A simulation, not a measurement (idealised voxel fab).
The process module that follows is named voxel spacer lines.
260 nm wide, 5 nm square cells: that's cross-section cut.
Just so we're on the same page, the cross-sections are grids of square cells, and they're listed out in bands top to bottom, each band one or more rows deep.
Read a band's entry like this: the first values are the height of its top and the height of its bottom in nm, and what follows is the sequence of materials from left to right, each with its width in nm. Note that "empty" is empty space, and that a single material marked "everywhere" reaches across the band from edge to edge.
Convention: height 0 is the level below which the wafer, as received, is all one material. The lowest band does not terminate at the bottom but continues downward, represented as "0 and below".
A width given as "30->40" starts at the first number in the band's top row and ends at the second number in its bottom row, shifting by an equal amount at every step from row to row.
Where the words "no alterations made" appear for a step, the cross-section shows no cell changed by that step; every cell remained as before.
"Enclosed void entries": empty spaces of 8 cells or more with no open way to the top, each given as width x height at distance, distance from the left edge, all in nm.
Anything after a step's settings on that line? It's the simulator's own note about the step.
For masked steps, "overlay nm" on the step line gives how far right of plan the mask actually lay; a minus sign means it lay to the left.

Intended process steps:
1) RECEIVE: material Si
2) CONFORMAL_DEP: material Al2O3, thk nm 10
3) DIRECTIONAL_DEP: material SiN, thk nm 10
4) DIRECTIONAL_DEP: material aC, thk nm 25
5) PATTERN: tone cover, mask id MANDREL, material resist, width nm 25, pitch nm 70, thk nm 35, overlay nm 0
6) DIRECTIONAL_ETCH: etch materials aC, depth nm 25
7) STRIP: etch materials resist
8) CONFORMAL_DEP: material SiO2, thk nm 10
9) DIRECTIONAL_ETCH: etch materials SiO2, depth nm 10
10) STRIP: etch materials aC
11) DIRECTIONAL_ETCH: etch materials SiN, depth nm 10
12) STRIP: etch materials SiO2

First wafer out of two, processed as planned:

as received, after step 1:
	0 and below = Si everywhere
	Enclosed void entries: none

Cross-sectional representation of the wafer at the conclusion of step 2:
	10 down to 0 = Al2O3 everywhere
	Below 0, no change.

Cross-sectional representation of the wafer at the conclusion of step 3:
	20 down to 10 = SiN everywhere
	Below 10, no change.

Cross-sectional representation of the wafer at the conclusion of step 4:
	45 down to 20 = aC everywhere
	Below 20, no change.

Cross-sectional representation of the wafer at the conclusion of step 5:
	80 down to 45 = 45 of empty, 25 of resist, 45 of empty, 25 of resist, 45 of empty, 25 of resist, 50 of empty
	Below 45, no change.

Cross-sectional representation of the wafer at the conclusion of step 6:
	55 down to 45 = 45 of empty, 25 of resist, 45 of empty, 25 of resist, 45 of empty, 25 of resist, 50 of empty
	45 down to 20 = 45 of empty, 25 of aC, 45 of empty, 25 of aC, 45 of empty, 25 of aC, 50 of empty
	Below 20, no change.

Cross-sectional representation of the wafer at the conclusion of step 7:
	45 down to 20 = 45 of empty, 25 of aC, 45 of empty, 25 of aC, 45 of empty, 25 of aC, 50 of empty
	Below 20, no change.

Cross-sectional representation of the wafer at the conclusion of step 8:
	55 down to 45 = 35 of empty, 45 of SiO2, 25 of empty, 45 of SiO2, 25 of empty, 45 of SiO2, 40 of empty
	45 down to 30 = 35 of empty, 10 of SiO2, 25 of aC, 10 of SiO2, 25 of empty, 10 of SiO2, 25 of aC, 10 of SiO2, 25 of empty, 10 of SiO2, 25 of aC, 10 of SiO2, 40 of empty
	30 down to 20 = 45 of SiO2, 25 of aC, 45 of SiO2, 25 of aC, 45 of SiO2, 25 of aC, 50 of SiO2
	Below 20, no change.

Cross-sectional representation of the wafer at the conclusion of step 9:
	45 down to 20 = 35 of empty, 10 of SiO2, 25 of aC, 10 of SiO2, 25 of empty, 10 of SiO2, 25 of aC, 10 of SiO2, 25 of empty, 10 of SiO2, 25 of aC, 10 of SiO2, 40 of empty
	Below 20, no change.

Cross-sectional representation of the wafer at the conclusion of step 10:
	45 down to 20 = 35 of empty, 10 of SiO2, 25 of empty, 10 of SiO2, 25 of empty, 10 of SiO2, 25 of empty, 10 of SiO2, 25 of empty, 10 of SiO2, 25 of empty, 10 of SiO2, 40 of empty
	Below 20, no change.

Cross-sectional representation of the wafer at the conclusion of step 11:
	45 down to 20 = 35 of empty, 10 of SiO2, 25 of empty, 10 of SiO2, 25 of empty, 10 of SiO2, 25 of empty, 10 of SiO2, 25 of empty, 10 of SiO2, 25 of empty, 10 of SiO2, 40 of empty
	20 down to 10 = 35 of empty, 10 of SiN, 25 of empty, 10 of SiN, 25 of empty, 10 of SiN, 25 of empty, 10 of SiN, 25 of empty, 10 of SiN, 25 of empty, 10 of SiN, 40 of empty
	Below 10, no change.

Cross-sectional representation of the wafer at the conclusion of step 12:
	20 down to 10 = 35 of empty, 10 of SiN, 25 of empty, 10 of SiN, 25 of empty, 10 of SiN, 25 of empty, 10 of SiN, 25 of empty, 10 of SiN, 25 of empty, 10 of SiN, 40 of empty
	Below 10, no change.

Wafer two: like wafer one in start and plan, but with one mistake in execution; identical up to and including step 4:

What the second wafer looks like in cross-section when step 5 should have wrapped up:
	80 down to 45 = 40 of empty, 35 of resist, 35 of empty, 35 of resist, 35 of empty, 35 of resist, 45 of empty
	Below 45, no change.

What the second wafer looks like in cross-section when step 6 should have wrapped up:
	55 down to 45 = 40 of empty, 35 of resist, 35 of empty, 35 of resist, 35 of empty, 35 of resist, 45 of empty
	45 down to 20 = 40 of empty, 35 of aC, 35 of empty, 35 of aC, 35 of empty, 35 of aC, 45 of empty
	Below 20, no change.

What the second wafer looks like in cross-section when step 7 should have wrapped up:
	45 down to 20 = 40 of empty, 35 of aC, 35 of empty, 35 of aC, 35 of empty, 35 of aC, 45 of empty
	Below 20, no change.

What the second wafer looks like in cross-section when step 8 should have wrapped up:
	55 down to 45 = 30 of empty, 55 of SiO2, 15 of empty, 55 of SiO2, 15 of empty, 55 of SiO2, 35 of empty
	45 down to 30 = 30 of empty, 10 of SiO2, 35 of aC, 10 of SiO2, 15 of empty, 10 of SiO2, 35 of aC, 10 of SiO2, 15 of empty, 10 of SiO2, 35 of aC, 10 of SiO2, 35 of empty
	30 down to 20 = 40 of SiO2, 35 of aC, 35 of SiO2, 35 of aC, 35 of SiO2, 35 of aC, 45 of SiO2
	Below 20, no change.

What the second wafer looks like in cross-section when step 9 should have wrapped up:
	45 down to 20 = 30 of empty, 10 of SiO2, 35 of aC, 10 of SiO2, 15 of empty, 10 of SiO2, 35 of aC, 10 of SiO2, 15 of empty, 10 of SiO2, 35 of aC, 10 of SiO2, 35 of empty
	Below 20, no change.

What the second wafer looks like in cross-section when step 10 should have wrapped up:
	45 down to 20 = 30 of empty, 10 of SiO2, 35 of empty, 10 of SiO2, 15 of empty, 10 of SiO2, 35 of empty, 10 of SiO2, 15 of empty, 10 of SiO2, 35 of empty, 10 of SiO2, 35 of empty
	Below 20, no change.

What the second wafer looks like in cross-section when step 11 should have wrapped up:
	45 down to 20 = 30 of empty, 10 of SiO2, 35 of empty, 10 of SiO2, 15 of empty, 10 of SiO2, 35 of empty, 10 of SiO2, 15 of empty, 10 of SiO2, 35 of empty, 10 of SiO2, 35 of empty
	20 down to 10 = 30 of empty, 10 of SiN, 35 of empty, 10 of SiN, 15 of empty, 10 of SiN, 35 of empty, 10 of SiN, 15 of empty, 10 of SiN, 35 of empty, 10 of SiN, 35 of empty
	Below 10, no change.

What the second wafer looks like in cross-section when step 12 should have wrapped up:
	20 down to 10 = 30 of empty, 10 of SiN, 35 of empty, 10 of SiN, 15 of empty, 10 of SiN, 35 of empty, 10 of SiN, 15 of empty, 10 of SiN, 35 of empty, 10 of SiN, 35 of empty
	Below 10, no change.
The mistake made against the process plan was this: planned and actual differ for step 5; actual: PATTERN: tone cover, mask id MANDREL, material resist, width nm 35, pitch nm 70, thk nm 35, overlay nm 0
Final state: per-material cell counts identical on both wafers; locations differ.
